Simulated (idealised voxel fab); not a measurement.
A process module follows: voxel released beams.
Section cut is 185 nm wide and gridded with 5 nm square cells.
Bands, listed from the top down, are how a cross-section gets written in this document; the cross-section itself is a grid of square cells, and a band is one or more rows of them. Band: top and bottom heights (nm) first, top before bottom; then materials from left to right, widths in nm. "edge to edge" marks a sole material filling the band edge to edge. "air" denotes empty space. Height is counted from the level 0, under which the received wafer is composed throughout of one material. The lowest of the bands is not closed at the bottom but continues downward, in the notation "from 0 down". It should be noted that a width expressed as "30->40" varies in equal increments from row to row of cells within the band, taking the value of the first number at the top row and that of the second number at the bottom row. The designation "all unchanged", where it is given for a processing step, indicates that no cell of the cross-section was altered in the course of that step. The list in "Enclosed cavity list" covers empty spaces of 8 cells or more that cannot reach the top through any open way, and it gives each as width x height at distance; the distance is from the left edge, and width, height and distance are in nm. What comes after the settings on a step's line is commentary from the simulator itself on that step. overlay nm: right-of-plan distance of the mask on a masked step; negative values mean left-of-plan.

## Process steps - plan
- 1: RECEIVE [material Si]
- 2: CONFORMAL_DEP [material Al2O3] [thk nm 10]
- 3: DIRECTIONAL_DEP [material SiO2] [thk nm 15]
- 4: DIRECTIONAL_DEP [material aC] [thk nm 15]
- 5: PATTERN [tone open] [mask id ANCHOR] [material resist] [width nm 40] [thk nm 35] [overlay nm 0]
- 6: DIRECTIONAL_ETCH [etch materials aC] [depth nm 15]
- 7: STRIP [etch materials resist]
- 8: DIRECTIONAL_ETCH [etch materials SiO2] [depth nm 15]
- 9: STRIP [etch materials aC]
- 10: CONFORMAL_DEP [material W] [thk nm 15]
- 11: MASKED_ETCH [tone cover] [mask id BEAM] [width nm 105] [etch materials W] [depth nm 15] [overlay nm 0]
- 12: STRIP [etch materials SiO2]

## As received (post step 1): cross-section
	from 0 down  Si edge to edge
	Enclosed cavity list: none

## Cross-section at module end, one run error; start and plan unchanged from above
	from 40 to 25  air 35, then W 105, then air 45
	from 25 to 10  air 45, then W 30, then air 110
	from 10 to 0  Al2O3 edge to edge
	from 0 down  Si edge to edge
	Enclosed cavity list: none
Deviation noted in wafer processing: step 5 ran as: PATTERN [tone open] [mask id ANCHOR] [material resist] [width nm 30] [thk nm 35] [overlay nm 0]
